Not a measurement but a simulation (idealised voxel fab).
process module | voxel transistor to metal
cross-section cut | 265 nm wide | cells 5 nm
A cross-section is a grid of square cells, given in bands from the top down. A band is one or more rows of cells.
Each band's line starts with the height of the band's top and of its bottom, in nm. Then come its materials from left to right, each with its width in nm. One material with "throughout" fills the band from edge to edge. "air" is empty space.
Height 0 is the level under which the wafer as received is all one material. The lowest band goes on downwards, as in "0 down".
A width such as "30 to 40" changes by the same amount from each row of cells to the next, from the band's top row to its bottom row.
"no change" after a step means that no cell of the cross-section changed.
closed voids: empty space of 8 cells or more with no open way to the top, each as width x height at its distance from the left edge, in nm
after a step's settings: what the simulator itself notes on the step
overlay nm, on a step with a mask: how far to the right of its planned place the mask lay; to the left if negative
plan
1 op RECEIVE | material Si
2 op OXIDIZE | depth nm 5
3 op CONFORMAL_DEP | material SiN | thk nm 15
4 op PATTERN | tone cover | mask id ACTIVE | material resist | width nm 105 | pitch nm 130 | thk nm 20 | overlay nm 0
5 op DIRECTIONAL_ETCH | etch materials SiN | depth nm 15
6 op DIRECTIONAL_ETCH | etch materials SiO2 | depth nm 5
7 op DIRECTIONAL_ETCH | etch materials Si | depth nm 25
8 op STRIP | etch materials resist
9 op OXIDIZE | depth nm 5
10 op FILL_DEP | material SiO2 | thk nm 15
11 op CMP | height nm 15
12 op SELECTIVE_ETCH | etch materials SiO2 | depth nm 10
13 op STRIP | etch materials SiN
14 op SELECTIVE_ETCH | etch materials SiO2 | depth nm 5
15 op OXIDIZE | depth nm 5
16 op DIRECTIONAL_DEP | material polySi | thk nm 25
17 op DIRECTIONAL_DEP | material SiCN | thk nm 10
18 op MASKED_ETCH | tone cover | mask id GATE | width nm 25 | pitch nm 130 | etch materials SiCN | depth nm 20 | overlay nm 0
19 op MASKED_ETCH | tone cover | mask id GATE | width nm 25 | pitch nm 130 | etch materials polySi | depth nm 35 | overlay nm 0
20 op CONFORMAL_DEP | material SiN | thk nm 5
21 op DIRECTIONAL_ETCH | etch materials SiN | depth nm 5
22 op DIRECTIONAL_ETCH | etch materials SiO2 | depth nm 5
23 op EPI | material nSi | thk nm 5
24 op FILL_DEP | material SiO2 | thk nm 5
25 op CMP | height nm 30
26 op DIRECTIONAL_DEP | material SiO2 | thk nm 10
27 op MASKED_ETCH | tone open | mask id CONTACT | width nm 15 | etch materials SiO2 | depth nm 45 | overlay nm 0
28 op CONFORMAL_DEP | material TiN | thk nm 5
29 op FILL_DEP | material Ru | thk nm 10
30 op CMP | height nm 40
31 op CONFORMAL_DEP | material SiN | thk nm 5
32 op DIRECTIONAL_DEP | material SiO2 | thk nm 25
33 op MASKED_ETCH | tone open | mask id METAL_1 | width nm 15 | etch materials SiO2 | depth nm 25 | overlay nm 0
34 op MASKED_ETCH | tone open | mask id METAL_1 | width nm 15 | etch materials SiN | depth nm 5 | overlay nm 0
35 op CONFORMAL_DEP | material TiN | thk nm 5
36 op FILL_DEP | material Ru | thk nm 10
37 op CMP | height nm 70
38 op EPI | material Ru | thk nm 5
39 op FILL_DEP | material SiCN | thk nm 5
as received, after step 1
  0 down: Si throughout
  closed voids: none
a wafer at the end: this start, this plan, one mistake
  80 to 75: SiCN throughout
  75 to 70: SiCN 20 | Ru 25 | SiCN 45 | Ru 25 | SiCN 35 | Ru 25 | SiCN 45 | Ru 25 | SiCN 20
  70 to 45: SiO2 25 | TiN 5 | Ru 5 | TiN 5 | SiO2 55 | TiN 5 | Ru 5 | TiN 5 | SiO2 45 | TiN 5 | Ru 5 | TiN 5 | SiO2 55 | TiN 5 | Ru 5 | TiN 5 | SiO2 25
  45 to 40: SiN 25 | TiN 15 | SiN 55 | TiN 15 | SiN 45 | TiN 15 | SiN 55 | TiN 15 | SiN 25
  40 to 30: SiO2 25 | TiN 5 | Ru 5 | TiN 5 | SiO2 55 | TiN 5 | Ru 5 | TiN 5 | SiO2 45 | TiN 5 | Ru 5 | TiN 5 | SiO2 55 | TiN 5 | Ru 5 | TiN 5 | SiO2 25
  30 to 20: SiO2 25 | TiN 5 | Ru 5 | TiN 5 | SiO2 10 | SiN 5 | SiCN 25 | SiN 5 | SiO2 10 | TiN 5 | Ru 5 | TiN 5 | SiO2 45 | TiN 5 | Ru 5 | TiN 5 | SiO2 10 | SiN 5 | SiCN 25 | SiN 5 | SiO2 10 | TiN 5 | Ru 5 | TiN 5 | SiO2 25
  20 to 0: SiO2 25 | TiN 5 | Ru 5 | TiN 5 | SiO2 10 | SiN 5 | polySi 25 | SiN 5 | SiO2 10 | TiN 5 | Ru 5 | TiN 5 | SiO2 45 | TiN 5 | Ru 5 | TiN 5 | SiO2 10 | SiN 5 | polySi 25 | SiN 5 | SiO2 10 | TiN 5 | Ru 5 | TiN 5 | SiO2 25
  0 to -5: SiO2 10 | SiN 5 | SiO2 10 | TiN 15 | SiO2 10 | SiN 5 | polySi 25 | SiN 5 | SiO2 10 | TiN 15 | SiO2 10 | SiN 5 | SiO2 15 | SiN 5 | SiO2 10 | TiN 15 | SiO2 10 | SiN 5 | polySi 25 | SiN 5 | SiO2 10 | TiN 15 | SiO2 10 | SiN 5 | SiO2 10
  -5 to -10: SiO2 15 | nSi 35 | SiO2 35 | nSi 35 | SiO2 25 | nSi 35 | SiO2 35 | nSi 35 | SiO2 15
  -10 to -60: SiO2 20 | Si 95 | SiO2 35 | Si 95 | SiO2 20
  -60 down: Si throughout
  closed voids: none
what went wrong: step 7 was run twice
